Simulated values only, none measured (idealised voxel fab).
You're looking at the process module voxel ribs on slabs.
The cross-section on display is named cut; it measures 300 nm wide, and its cells are 5 nm squares.
For the purposes of this document, a cross-section shall be understood as a grid of square cells, specified as bands listed in top-to-bottom order, each band consisting of one or more rows of cells. Quick guide to a band line: top height, bottom height (nm) up front; then every material left to right with its width in nm. Only one material and it's marked "edge to edge"? Then it fills the band edge to edge. And "empty" just means empty space. Height 0 is the level under which the wafer as received is all one material. The lowest band goes on downwards, as in "0 -> down". A width such as "30..40" changes by the same amount from each row of cells to the next, from the band's top row to its bottom row. It should be understood that the words "nothing was modified", when stated for a given step, signify that the cross-section underwent no change in any of its cells during that step. Each empty space that has no open way to the top and spans at least 8 cells appears under "Internal closed voids" as width x height at distance, the distance counted from the left edge, all in nm. On a step's line, text after the settings is the simulator commenting on that step. Regarding "overlay nm": on a step with a mask, it is the distance the mask lay to the right of its planned place; a negative value places it to the left.

**List of planned process steps**
1,RECEIVE | material Si
2,DIRECTIONAL_DEP | material SiO2 | thk nm 30
3,DIRECTIONAL_DEP | material polySi | thk nm 20
4,MASKED_ETCH | tone cover | mask id RIB | width nm 20 | etch materials polySi | depth nm 5 | overlay nm 0
5,DIRECTIONAL_DEP | material aC | thk nm 10
6,PATTERN | tone cover | mask id SLAB | material resist | width nm 50 | thk nm 30 | overlay nm 0
7,DIRECTIONAL_ETCH | etch materials aC | depth nm 10
8,STRIP | etch materials resist
9,DIRECTIONAL_ETCH | etch materials polySi | depth nm 15
10,STRIP | etch materials aC
11,FILL_DEP | material SiO2 | thk nm 25
12,CMP | height nm 70
13,DIRECTIONAL_DEP | material TiN | thk nm 10
14,PATTERN | tone cover | mask id HEATER | material resist | width nm 30 | thk nm 15 | overlay nm 0
15,DIRECTIONAL_ETCH | etch materials TiN | depth nm 10
16,STRIP | etch materials resist
17,CONFORMAL_DEP | material SiO2 | thk nm 5

**Of two wafers, the first: run according to plan**

**Cross-sectional view of the wafer in its as-received condition, corresponding to the state after step 1**
  0 -> down = Si edge to edge
  Internal closed voids: none

**Sectional view: wafer, after step 2**
  30 -> 0 = SiO2 edge to edge
  Beneath the level 0, the cross-section is identical to its previous state.

**Sectional view: wafer, after step 3**
  50 -> 30 = polySi edge to edge
  Beneath the level 30, the cross-section is identical to its previous state.

**Sectional view: wafer, after step 4**
  50 -> 45 = 140 empty / 20 polySi / 140 empty
  Beneath the level 45, the cross-section is identical to its previous state.

**Sectional view: wafer, after step 5**
  60 -> 55 = 140 empty / 20 aC / 140 empty
  55 -> 50 = aC edge to edge
  50 -> 45 = 140 aC / 20 polySi / 140 aC
  Beneath the level 45, the cross-section is identical to its previous state.

**Sectional view: wafer, after step 6**
  90 -> 60 = 125 empty / 50 resist / 125 empty
  60 -> 55 = 125 empty / 15 resist / 20 aC / 15 resist / 125 empty
  Beneath the level 55, the cross-section is identical to its previous state.

**Sectional view: wafer, after step 7**
  80 -> 60 = 125 empty / 50 resist / 125 empty
  60 -> 55 = 125 empty / 15 resist / 20 aC / 15 resist / 125 empty
  55 -> 50 = 125 empty / 50 aC / 125 empty
  50 -> 45 = 125 empty / 15 aC / 20 polySi / 15 aC / 125 empty
  Beneath the level 45, the cross-section is identical to its previous state.

**Sectional view: wafer, after step 8**
  60 -> 50 = 140..125 empty / 20..50 aC / 140..125 empty
  Beneath the level 50, the cross-section is identical to its previous state.

**Sectional view: wafer, after step 9**
  60 -> 50 = 140..125 empty / 20..50 aC / 140..125 empty
  50 -> 45 = 125 empty / 15 aC / 20 polySi / 15 aC / 125 empty
  45 -> 30 = 125 empty / 50 polySi / 125 empty
  Beneath the level 30, the cross-section is identical to its previous state.

**Sectional view: wafer, after step 10**
  50 -> 45 = 140 empty / 20 polySi / 140 empty
  Beneath the level 45, the cross-section is identical to its previous state.

**Sectional view: wafer, after step 11**
  75 -> 50 = SiO2 edge to edge
  50 -> 45 = 140 SiO2 / 20 polySi / 140 SiO2
  45 -> 30 = 125 SiO2 / 50 polySi / 125 SiO2
  Beneath the level 30, the cross-section is identical to its previous state.

**Sectional view: wafer, after step 12**
  70 -> 50 = SiO2 edge to edge
  Beneath the level 50, the cross-section is identical to its previous state.

**Sectional view: wafer, after step 13**
  80 -> 70 = TiN edge to edge
  Beneath the level 70, the cross-section is identical to its previous state.

**Sectional view: wafer, after step 14**
  95 -> 80 = 135 empty / 30 resist / 135 empty
  Beneath the level 80, the cross-section is identical to its previous state.

**Sectional view: wafer, after step 15**
  95 -> 80 = 135 empty / 30 resist / 135 empty
  80 -> 70 = 135 empty / 30 TiN / 135 empty
  Beneath the level 70, the cross-section is identical to its previous state.

**Sectional view: wafer, after step 16**
  80 -> 70 = 135 empty / 30 TiN / 135 empty
  Beneath the level 70, the cross-section is identical to its previous state.

**Sectional view: wafer, after step 17**
  85 -> 80 = 130 empty / 40 SiO2 / 130 empty
  80 -> 75 = 130 empty / 5 SiO2 / 30 TiN / 5 SiO2 / 130 empty
  75 -> 70 = 135 SiO2 / 30 TiN / 135 SiO2
  Beneath the level 70, the cross-section is identical to its previous state.

**Wafer two. Same start, same plan, one slip in execution. Same as wafer one through step 1, inclusive**

**Here is the second wafer in cross-section at the point where step 2 of the plan should have been done**
  60 -> 0 = SiO2 edge to edge
  Beneath the level 0, the cross-section is identical to its previous state.

**Here is the second wafer in cross-section at the point where step 3 of the plan should have been done**
  80 -> 60 = polySi edge to edge
  Beneath the level 60, the cross-section is identical to its previous state.

**Here is the second wafer in cross-section at the point where step 4 of the plan should have been done**
  80 -> 75 = 140 empty / 20 polySi / 140 empty
  Beneath the level 75, the cross-section is identical to its previous state.

**Here is the second wafer in cross-section at the point where step 5 of the plan should have been done**
  90 -> 85 = 140 empty / 20 aC / 140 empty
  85 -> 80 = aC edge to edge
  80 -> 75 = 140 aC / 20 polySi / 140 aC
  Beneath the level 75, the cross-section is identical to its previous state.

**Here is the second wafer in cross-section at the point where step 6 of the plan should have been done**
  120 -> 90 = 125 empty / 50 resist / 125 empty
  90 -> 85 = 125 empty / 15 resist / 20 aC / 15 resist / 125 empty
  Beneath the level 85, the cross-section is identical to its previous state.

**Here is the second wafer in cross-section at the point where step 7 of the plan should have been done**
  110 -> 90 = 125 empty / 50 resist / 125 empty
  90 -> 85 = 125 empty / 15 resist / 20 aC / 15 resist / 125 empty
  85 -> 80 = 125 empty / 50 aC / 125 empty
  80 -> 75 = 125 empty / 15 aC / 20 polySi / 15 aC / 125 empty
  Beneath the level 75, the cross-section is identical to its previous state.

**Here is the second wafer in cross-section at the point where step 8 of the plan should have been done**
  90 -> 80 = 140..125 empty / 20..50 aC / 140..125 empty
  Beneath the level 80, the cross-section is identical to its previous state.

**Here is the second wafer in cross-section at the point where step 9 of the plan should have been done**
  90 -> 80 = 140..125 empty / 20..50 aC / 140..125 empty
  80 -> 75 = 125 empty / 15 aC / 20 polySi / 15 aC / 125 empty
  75 -> 60 = 125 empty / 50 polySi / 125 empty
  Beneath the level 60, the cross-section is identical to its previous state.

**Here is the second wafer in cross-section at the point where step 10 of the plan should have been done**
  80 -> 75 = 140 empty / 20 polySi / 140 empty
  Beneath the level 75, the cross-section is identical to its previous state.

**Here is the second wafer in cross-section at the point where step 11 of the plan should have been done**
  105 -> 80 = SiO2 edge to edge
  80 -> 75 = 140 SiO2 / 20 polySi / 140 SiO2
  75 -> 60 = 125 SiO2 / 50 polySi / 125 SiO2
  Beneath the level 60, the cross-section is identical to its previous state.

**Here is the second wafer in cross-section at the point where step 12 of the plan should have been done**
  70 -> 60 = 125 SiO2 / 50 polySi / 125 SiO2
  Beneath the level 60, the cross-section is identical to its previous state.

**Here is the second wafer in cross-section at the point where step 13 of the plan should have been done**
  80 -> 70 = TiN edge to edge
  Beneath the level 70, the cross-section is identical to its previous state.

**Here is the second wafer in cross-section at the point where step 14 of the plan should have been done**
  95 -> 80 = 135 empty / 30 resist / 135 empty
  Beneath the level 80, the cross-section is identical to its previous state.

**Here is the second wafer in cross-section at the point where step 15 of the plan should have been done**
  95 -> 80 = 135 empty / 30 resist / 135 empty
  80 -> 70 = 135 empty / 30 TiN / 135 empty
  Beneath the level 70, the cross-section is identical to its previous state.

**Here is the second wafer in cross-section at the point where step 16 of the plan should have been done**
  80 -> 70 = 135 empty / 30 TiN / 135 empty
  Beneath the level 70, the cross-section is identical to its previous state.

**Here is the second wafer in cross-section at the point where step 17 of the plan should have been done**
  85 -> 80 = 130 empty / 40 SiO2 / 130 empty
  80 -> 75 = 130 empty / 5 SiO2 / 30 TiN / 5 SiO2 / 130 empty
  75 -> 70 = 135 SiO2 / 30 TiN / 135 SiO2
  Beneath the level 70, the cross-section is identical to its previous state.
What went wrong in running the wafer? step 2 of the plan was performed twice
In the final state, the cell counts of the second wafer exceed or fall short of those of the first for the following materials: SiO2 +14; polySi -14
